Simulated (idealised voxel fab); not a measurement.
The document below concerns the process module designated voxel capacitor over wiring.
It is cross-section cut that appears here, measuring 145 nm in width, its square cells being 5 nm in size.
Cross-section = grid of square cells, listed top down in bands; band = one or more rows.
Top, bottom (nm), then materials left to right with widths (nm); lone material tagged "throughout" fills the whole band edge to edge; "air" = empty space.
Ref level 0: as-received wafer is one material below here. Bottom band extends down with no lower bound ("0 down").
With a width like "30..40", each row of cells in the band differs from the next by the same amount, the top row carrying the first number and the bottom row the second.
For the purposes of this document, the phrase "nothing was modified" attached to a step denotes that no cell within the cross-section was modified by that step.
"Sealed voids" enumerates empty spaces isolated from the top, with no open way to it, that contain at least 8 cells, giving each as width x height at distance from the left edge, all three in nm.
The remark found on a step's line after its settings is issued by the simulator itself and pertains to that step.
A step's line can hold "overlay nm"; with a mask on that step, the setting says how far right of the planned place the mask lay, while a negative setting says it lay to the left.
**Steps in the process plan**
| 1 | RECEIVE,material Si |
| 2 | CONFORMAL_DEP,material SiO2,thk nm 10 |
| 3 | CONFORMAL_DEP,material SiN,thk nm 5 |
| 4 | DIRECTIONAL_DEP,material SiO2,thk nm 15 |
| 5 | MASKED_ETCH,tone open,mask id METAL_1,width nm 20,pitch nm 85,etch materials SiO2,depth nm 15,overlay nm 0 |
| 6 | MASKED_ETCH,tone open,mask id METAL_1,width nm 20,pitch nm 85,etch materials SiN,depth nm 5,overlay nm 0 |
| 7 | CONFORMAL_DEP,material TiN,thk nm 5 |
| 8 | FILL_DEP,material W,thk nm 10 |
| 9 | CMP,height nm 30 |
| 10 | CONFORMAL_DEP,material SiCN,thk nm 5 |
| 11 | DIRECTIONAL_DEP,material SiO2,thk nm 20 |
| 12 | DIRECTIONAL_DEP,material aC,thk nm 10 |
| 13 | PATTERN,tone open,mask id PLUG_1,material resist,width nm 15,thk nm 25,overlay nm 0 |
| 14 | DIRECTIONAL_ETCH,etch materials aC,depth nm 10 |
| 15 | STRIP,etch materials resist |
| 16 | DIRECTIONAL_ETCH,etch materials SiO2,depth nm 20 |
| 17 | DIRECTIONAL_ETCH,etch materials SiCN,depth nm 5 |
| 18 | STRIP,etch materials aC |
| 19 | EPI,material Ru,thk nm 10 |
| 20 | EPI,material Ru,thk nm 10 |
| 21 | EPI,material Ru,thk nm 5 |
| 22 | DIRECTIONAL_DEP,material TiN,thk nm 5 |
| 23 | DIRECTIONAL_DEP,material SiN,thk nm 5 |
| 24 | DIRECTIONAL_DEP,material TiN,thk nm 10 |
| 25 | MASKED_ETCH,tone cover,mask id UPPER_PLATE,width nm 70,etch materials TiN,depth nm 10,overlay nm 0 |
| 26 | MASKED_ETCH,tone cover,mask id UPPER_PLATE,width nm 70,etch materials SiN,depth nm 5,overlay nm 0 |
| 27 | DIRECTIONAL_DEP,material aC,thk nm 15 |
| 28 | PATTERN,tone cover,mask id LOWER_PLATE,material resist,width nm 80,thk nm 35,overlay nm 0 |
| 29 | DIRECTIONAL_ETCH,etch materials aC,depth nm 15 |
| 30 | STRIP,etch materials resist |
| 31 | DIRECTIONAL_ETCH,etch materials TiN,depth nm 5 |
| 32 | STRIP,etch materials aC |
| 33 | FILL_DEP,material SiO2,thk nm 15 |
| 34 | CMP,height nm 85 |
| 35 | MASKED_ETCH,tone open,mask id PLUG_2,width nm 15,etch materials SiO2,depth nm 10,overlay nm 0 |
| 36 | CONFORMAL_DEP,material TiN,thk nm 5 |
| 37 | FILL_DEP,material Cu,thk nm 5 |
| 38 | CMP,height nm 85 |
| 39 | CONFORMAL_DEP,material SiCN,thk nm 5 |
**Account of the first of two wafers, which was processed as intended**
**Cross-section of the wafer at receipt, which is the condition after step 1**
  0 down: Si throughout
  Sealed voids: none
**Upon completion of step 2, the wafer appears in cross-section as shown**
  10 to 0: SiO2 throughout
  Rest of section, below 0: as before.
**Upon completion of step 3, the wafer appears in cross-section as shown**
  15 to 10: SiN throughout
  Rest of section, below 10: as before.
**Upon completion of step 4, the wafer appears in cross-section as shown**
  30 to 15: SiO2 throughout
  Rest of section, below 15: as before.
**Upon completion of step 5, the wafer appears in cross-section as shown**
  30 to 15: SiO2: 20 | air: 20 | SiO2: 65 | air: 20 | SiO2: 20
  Rest of section, below 15: as before.
**Upon completion of step 6, the wafer appears in cross-section as shown**
  30 to 15: SiO2: 20 | air: 20 | SiO2: 65 | air: 20 | SiO2: 20
  15 to 10: SiN: 20 | air: 20 | SiN: 65 | air: 20 | SiN: 20
  Rest of section, below 10: as before.
**Upon completion of step 7, the wafer appears in cross-section as shown**
  35 to 30: TiN: 25 | air: 10 | TiN: 75 | air: 10 | TiN: 25
  30 to 15: SiO2: 20 | TiN: 5 | air: 10 | TiN: 5 | SiO2: 65 | TiN: 5 | air: 10 | TiN: 5 | SiO2: 20
  15 to 10: SiN: 20 | TiN: 20 | SiN: 65 | TiN: 20 | SiN: 20
  Rest of section, below 10: as before.
**Upon completion of step 8, the wafer appears in cross-section as shown**
  45 to 35: W throughout
  35 to 30: TiN: 25 | W: 10 | TiN: 75 | W: 10 | TiN: 25
  30 to 15: SiO2: 20 | TiN: 5 | W: 10 | TiN: 5 | SiO2: 65 | TiN: 5 | W: 10 | TiN: 5 | SiO2: 20
  Rest of section, below 15: as before.
**Upon completion of step 9, the wafer appears in cross-section as shown**
  30 to 15: SiO2: 20 | TiN: 5 | W: 10 | TiN: 5 | SiO2: 65 | TiN: 5 | W: 10 | TiN: 5 | SiO2: 20
  Rest of section, below 15: as before.
**Upon completion of step 10, the wafer appears in cross-section as shown**
  35 to 30: SiCN throughout
  Rest of section, below 30: as before.
**Upon completion of step 11, the wafer appears in cross-section as shown**
  55 to 35: SiO2 throughout
  Rest of section, below 35: as before.
**Upon completion of step 12, the wafer appears in cross-section as shown**
  65 to 55: aC throughout
  Rest of section, below 55: as before.
**Upon completion of step 13, the wafer appears in cross-section as shown**
  90 to 65: resist: 25 | air: 15 | resist: 105
  Rest of section, below 65: as before.
**Upon completion of step 14, the wafer appears in cross-section as shown**
  80 to 65: resist: 25 | air: 15 | resist: 105
  65 to 55: aC: 25 | air: 15 | aC: 105
  Rest of section, below 55: as before.
**Upon completion of step 15, the wafer appears in cross-section as shown**
  65 to 55: aC: 25 | air: 15 | aC: 105
  Rest of section, below 55: as before.
**Upon completion of step 16, the wafer appears in cross-section as shown**
  65 to 55: aC: 25 | air: 15 | aC: 105
  55 to 35: SiO2: 25 | air: 15 | SiO2: 105
  Rest of section, below 35: as before.
**Upon completion of step 17, the wafer appears in cross-section as shown**
  65 to 55: aC: 25 | air: 15 | aC: 105
  55 to 35: SiO2: 25 | air: 15 | SiO2: 105
  35 to 30: SiCN: 25 | air: 15 | SiCN: 105
  Rest of section, below 30: as before.
**Upon completion of step 18, the wafer appears in cross-section as shown**
  55 to 35: SiO2: 25 | air: 15 | SiO2: 105
  Rest of section, below 35: as before.
**Upon completion of step 19, the wafer appears in cross-section as shown**
  55 to 40: SiO2: 25 | air: 15 | SiO2: 105
  40 to 35: SiO2: 25 | Ru: 15 | SiO2: 105
  35 to 30: SiCN: 25 | Ru: 15 | SiCN: 105
  Rest of section, below 30: as before.
**Upon completion of step 20, the wafer appears in cross-section as shown**
  55 to 50: SiO2: 25 | air: 15 | SiO2: 105
  50 to 35: SiO2: 25 | Ru: 15 | SiO2: 105
  Rest of section, below 35: as before.
**Upon completion of step 21, the wafer appears in cross-section as shown**
  55 to 35: SiO2: 25 | Ru: 15 | SiO2: 105
  Rest of section, below 35: as before.
**Upon completion of step 22, the wafer appears in cross-section as shown**
  60 to 55: TiN throughout
  Rest of section, below 55: as before.
**Upon completion of step 23, the wafer appears in cross-section as shown**
  65 to 60: SiN throughout
  Rest of section, below 60: as before.
**Upon completion of step 24, the wafer appears in cross-section as shown**
  75 to 65: TiN throughout
  Rest of section, below 65: as before.
**Upon completion of step 25, the wafer appears in cross-section as shown**
  75 to 65: air: 25 | TiN: 70 | air: 50
  Rest of section, below 65: as before.
**Upon completion of step 26, the wafer appears in cross-section as shown**
  75 to 65: air: 25 | TiN: 70 | air: 50
  65 to 60: air: 25 | SiN: 70 | air: 50
  Rest of section, below 60: as before.
**Upon completion of step 27, the wafer appears in cross-section as shown**
  90 to 75: air: 25 | aC: 70 | air: 50
  75 to 65: aC: 25 | TiN: 70 | aC: 50
  65 to 60: aC: 25 | SiN: 70 | aC: 50
  Rest of section, below 60: as before.
**Upon completion of step 28, the wafer appears in cross-section as shown**
  125 to 90: air: 20 | resist: 80 | air: 45
  90 to 75: air: 20 | resist: 5 | aC: 70 | resist: 5 | air: 45
  Rest of section, below 75: as before.
**Upon completion of step 29, the wafer appears in cross-section as shown**
  110 to 90: air: 20 | resist: 80 | air: 45
  90 to 75: air: 20 | resist: 5 | aC: 70 | resist: 5 | air: 45
  75 to 65: air: 20 | aC: 5 | TiN: 70 | aC: 5 | air: 45
  65 to 60: air: 20 | aC: 5 | SiN: 70 | aC: 5 | air: 45
  Rest of section, below 60: as before.
**Upon completion of step 30, the wafer appears in cross-section as shown**
  90 to 75: air: 25 | aC: 70 | air: 50
  Rest of section, below 75: as before.
**Upon completion of step 31, the wafer appears in cross-section as shown**
  90 to 75: air: 25 | aC: 70 | air: 50
  75 to 65: air: 20 | aC: 5 | TiN: 70 | aC: 5 | air: 45
  65 to 60: air: 20 | aC: 5 | SiN: 70 | aC: 5 | air: 45
  60 to 55: air: 20 | TiN: 80 | air: 45
  Rest of section, below 55: as before.
**Upon completion of step 32, the wafer appears in cross-section as shown**
  75 to 65: air: 25 | TiN: 70 | air: 50
  65 to 60: air: 25 | SiN: 70 | air: 50
  Rest of section, below 60: as before.
**Upon completion of step 33, the wafer appears in cross-section as shown**
  90 to 75: SiO2 throughout
  75 to 65: SiO2: 25 | TiN: 70 | SiO2: 50
  65 to 60: SiO2: 25 | SiN: 70 | SiO2: 50
  60 to 55: SiO2: 20 | TiN: 80 | SiO2: 45
  Rest of section, below 55: as before.
**Upon completion of step 34, the wafer appears in cross-section as shown**
  85 to 75: SiO2 throughout
  Rest of section, below 75: as before.
**Upon completion of step 35, the wafer appears in cross-section as shown**
  85 to 75: SiO2: 35 | air: 15 | SiO2: 95
  Rest of section, below 75: as before.
**Upon completion of step 36, the wafer appears in cross-section as shown**
  90 to 85: TiN: 40 | air: 5 | TiN: 100
  85 to 80: SiO2: 35 | TiN: 5 | air: 5 | TiN: 5 | SiO2: 95
  80 to 75: SiO2: 35 | TiN: 15 | SiO2: 95
  Rest of section, below 75: as before.
**Upon completion of step 37, the wafer appears in cross-section as shown**
  95 to 90: Cu throughout
  90 to 85: TiN: 40 | Cu: 5 | TiN: 100
  85 to 80: SiO2: 35 | TiN: 5 | Cu: 5 | TiN: 5 | SiO2: 95
  Rest of section, below 80: as before.
**Upon completion of step 38, the wafer appears in cross-section as shown**
  85 to 80: SiO2: 35 | TiN: 5 | Cu: 5 | TiN: 5 | SiO2: 95
  Rest of section, below 80: as before.
**Upon completion of step 39, the wafer appears in cross-section as shown**
  90 to 85: SiCN throughout
  Rest of section, below 85: as before.
**Wafer two. Identical start, identical plan. One mistake in execution. Identical history through step 4**
**Cross-section of the second wafer at the time by which step 5 should have been completed according to the plan**
  30 to 15: air: 20 | SiO2: 20 | air: 65 | SiO2: 20 | air: 20
  Rest of section, below 15: as before.
Cross-section of the second wafer at the time by which step 6 should have been completed according to the plan: nothing was modified
**Cross-section of the second wafer at the time by which step 7 should have been completed according to the plan**
  35 to 30: air: 15 | TiN: 30 | air: 55 | TiN: 30 | air: 15
  30 to 20: air: 15 | TiN: 5 | SiO2: 20 | TiN: 5 | air: 55 | TiN: 5 | SiO2: 20 | TiN: 5 | air: 15
  20 to 15: TiN: 20 | SiO2: 20 | TiN: 65 | SiO2: 20 | TiN: 20
  Rest of section, below 15: as before.
**Cross-section of the second wafer at the time by which step 8 should have been completed according to the plan**
  45 to 35: W throughout
  35 to 30: W: 15 | TiN: 30 | W: 55 | TiN: 30 | W: 15
  30 to 20: W: 15 | TiN: 5 | SiO2: 20 | TiN: 5 | W: 55 | TiN: 5 | SiO2: 20 | TiN: 5 | W: 15
  Rest of section, below 20: as before.
**Cross-section of the second wafer at the time by which step 9 should have been completed according to the plan**
  30 to 20: W: 15 | TiN: 5 | SiO2: 20 | TiN: 5 | W: 55 | TiN: 5 | SiO2: 20 | TiN: 5 | W: 15
  Rest of section, below 20: as before.
**Cross-section of the second wafer at the time by which step 10 should have been completed according to the plan**
  35 to 30: SiCN throughout
  Rest of section, below 30: as before.
**Cross-section of the second wafer at the time by which step 11 should have been completed according to the plan**
  55 to 35: SiO2 throughout
  Rest of section, below 35: as before.
**Cross-section of the second wafer at the time by which step 12 should have been completed according to the plan**
  65 to 55: aC throughout
  Rest of section, below 55: as before.
**Cross-section of the second wafer at the time by which step 13 should have been completed according to the plan**
  90 to 65: resist: 25 | air: 15 | resist: 105
  Rest of section, below 65: as before.
**Cross-section of the second wafer at the time by which step 14 should have been completed according to the plan**
  80 to 65: resist: 25 | air: 15 | resist: 105
  65 to 55: aC: 25 | air: 15 | aC: 105
  Rest of section, below 55: as before.
**Cross-section of the second wafer at the time by which step 15 should have been completed according to the plan**
  65 to 55: aC: 25 | air: 15 | aC: 105
  Rest of section, below 55: as before.
**Cross-section of the second wafer at the time by which step 16 should have been completed according to the plan**
  65 to 55: aC: 25 | air: 15 | aC: 105
  55 to 35: SiO2: 25 | air: 15 | SiO2: 105
  Rest of section, below 35: as before.
**Cross-section of the second wafer at the time by which step 17 should have been completed according to the plan**
  65 to 55: aC: 25 | air: 15 | aC: 105
  55 to 35: SiO2: 25 | air: 15 | SiO2: 105
  35 to 30: SiCN: 25 | air: 15 | SiCN: 105
  Rest of section, below 30: as before.
**Cross-section of the second wafer at the time by which step 18 should have been completed according to the plan**
  55 to 35: SiO2: 25 | air: 15 | SiO2: 105
  Rest of section, below 35: as before.
Cross-section of the second wafer at the time by which step 19 should have been completed according to the plan: nothing was modified
Cross-section of the second wafer at the time by which step 20 should have been completed according to the plan: nothing was modified
Cross-section of the second wafer at the time by which step 21 should have been completed according to the plan: nothing was modified
**Cross-section of the second wafer at the time by which step 22 should have been completed according to the plan**
  60 to 55: TiN: 25 | air: 15 | TiN: 105
  55 to 35: SiO2: 25 | air: 15 | SiO2: 105
  35 to 30: SiCN: 25 | TiN: 15 | SiCN: 105
  Rest of section, below 30: as before.
**Cross-section of the second wafer at the time by which step 23 should have been completed according to the plan**
  65 to 60: SiN: 25 | air: 15 | SiN: 105
  60 to 55: TiN: 25 | air: 15 | TiN: 105
  55 to 40: SiO2: 25 | air: 15 | SiO2: 105
  40 to 35: SiO2: 25 | SiN: 15 | SiO2: 105
  Rest of section, below 35: as before.
**Cross-section of the second wafer at the time by which step 24 should have been completed according to the plan**
  75 to 65: TiN: 25 | air: 15 | TiN: 105
  65 to 60: SiN: 25 | air: 15 | SiN: 105
  60 to 55: TiN: 25 | air: 15 | TiN: 105
  55 to 50: SiO2: 25 | air: 15 | SiO2: 105
  50 to 40: SiO2: 25 | TiN: 15 | SiO2: 105
  Rest of section, below 40: as before.
**Cross-section of the second wafer at the time by which step 25 should have been completed according to the plan**
  75 to 65: air: 40 | TiN: 55 | air: 50
  Rest of section, below 65: as before.
**Cross-section of the second wafer at the time by which step 26 should have been completed according to the plan**
  75 to 65: air: 40 | TiN: 55 | air: 50
  65 to 60: air: 40 | SiN: 55 | air: 50
  Rest of section, below 60: as before.
**Cross-section of the second wafer at the time by which step 27 should have been completed according to the plan**
  90 to 75: air: 40 | aC: 55 | air: 50
  75 to 65: aC: 25 | air: 15 | TiN: 55 | aC: 50
  65 to 60: aC: 40 | SiN: 55 | aC: 50
  60 to 55: TiN: 25 | aC: 15 | TiN: 105
  55 to 50: SiO2: 25 | aC: 15 | SiO2: 105
  Rest of section, below 50: as before.
**Cross-section of the second wafer at the time by which step 28 should have been completed according to the plan**
  125 to 90: air: 20 | resist: 80 | air: 45
  90 to 75: air: 20 | resist: 20 | aC: 55 | resist: 5 | air: 45
  75 to 65: aC: 25 | resist: 15 | TiN: 55 | aC: 50
  Rest of section, below 65: as before.
**Cross-section of the second wafer at the time by which step 29 should have been completed according to the plan**
  110 to 90: air: 20 | resist: 80 | air: 45
  90 to 75: air: 20 | resist: 20 | aC: 55 | resist: 5 | air: 45
  75 to 65: air: 20 | aC: 5 | resist: 15 | TiN: 55 | aC: 5 | air: 45
  65 to 60: air: 20 | aC: 20 | SiN: 55 | aC: 5 | air: 45
  Rest of section, below 60: as before.
**Cross-section of the second wafer at the time by which step 30 should have been completed according to the plan**
  90 to 75: air: 40 | aC: 55 | air: 50
  75 to 65: air: 20 | aC: 5 | air: 15 | TiN: 55 | aC: 5 | air: 45
  Rest of section, below 65: as before.
**Cross-section of the second wafer at the time by which step 31 should have been completed according to the plan**
  90 to 75: air: 40 | aC: 55 | air: 50
  75 to 65: air: 20 | aC: 5 | air: 15 | TiN: 55 | aC: 5 | air: 45
  65 to 60: air: 20 | aC: 20 | SiN: 55 | aC: 5 | air: 45
  60 to 55: air: 20 | TiN: 5 | aC: 15 | TiN: 60 | air: 45
  Rest of section, below 55: as before.
**Cross-section of the second wafer at the time by which step 32 should have been completed according to the plan**
  75 to 65: air: 40 | TiN: 55 | air: 50
  65 to 60: air: 40 | SiN: 55 | air: 50
  60 to 55: air: 20 | TiN: 5 | air: 15 | TiN: 60 | air: 45
  55 to 50: SiO2: 25 | air: 15 | SiO2: 105
  Rest of section, below 50: as before.
**Cross-section of the second wafer at the time by which step 33 should have been completed according to the plan**
  90 to 75: SiO2 throughout
  75 to 65: SiO2: 40 | TiN: 55 | SiO2: 50
  65 to 60: SiO2: 40 | SiN: 55 | SiO2: 50
  60 to 55: SiO2: 20 | TiN: 5 | SiO2: 15 | TiN: 60 | SiO2: 45
  55 to 50: SiO2 throughout
  Rest of section, below 50: as before.
**Cross-section of the second wafer at the time by which step 34 should have been completed according to the plan**
  85 to 75: SiO2 throughout
  Rest of section, below 75: as before.
**Cross-section of the second wafer at the time by which step 35 should have been completed according to the plan**
  85 to 75: SiO2: 35 | air: 15 | SiO2: 95
  Rest of section, below 75: as before.
**Cross-section of the second wafer at the time by which step 36 should have been completed according to the plan**
  90 to 85: TiN: 40 | air: 5 | TiN: 100
  85 to 80: SiO2: 35 | TiN: 5 | air: 5 | TiN: 5 | SiO2: 95
  80 to 75: SiO2: 35 | TiN: 15 | SiO2: 95
  Rest of section, below 75: as before.
**Cross-section of the second wafer at the time by which step 37 should have been completed according to the plan**
  95 to 90: Cu throughout
  90 to 85: TiN: 40 | Cu: 5 | TiN: 100
  85 to 80: SiO2: 35 | TiN: 5 | Cu: 5 | TiN: 5 | SiO2: 95
  Rest of section, below 80: as before.
**Cross-section of the second wafer at the time by which step 38 should have been completed according to the plan**
  85 to 80: SiO2: 35 | TiN: 5 | Cu: 5 | TiN: 5 | SiO2: 95
  Rest of section, below 80: as before.
**Cross-section of the second wafer at the time by which step 39 should have been completed according to the plan**
  90 to 85: SiCN throughout
  Rest of section, below 85: as before.
So what did we get wrong on this run? note that step 5 departed from the planned setting and was carried out as MASKED_ETCH,tone cover,mask id METAL_1,width nm 20,pitch nm 85,etch materials SiO2,depth nm 15,overlay nm 0
FYI, end of process, the second wafer has more or fewer cells of some materials than the first: 15 fewer of Ru; 8 more of SiN; 24 fewer of SiO2; 9 more of TiN; 22 more of W
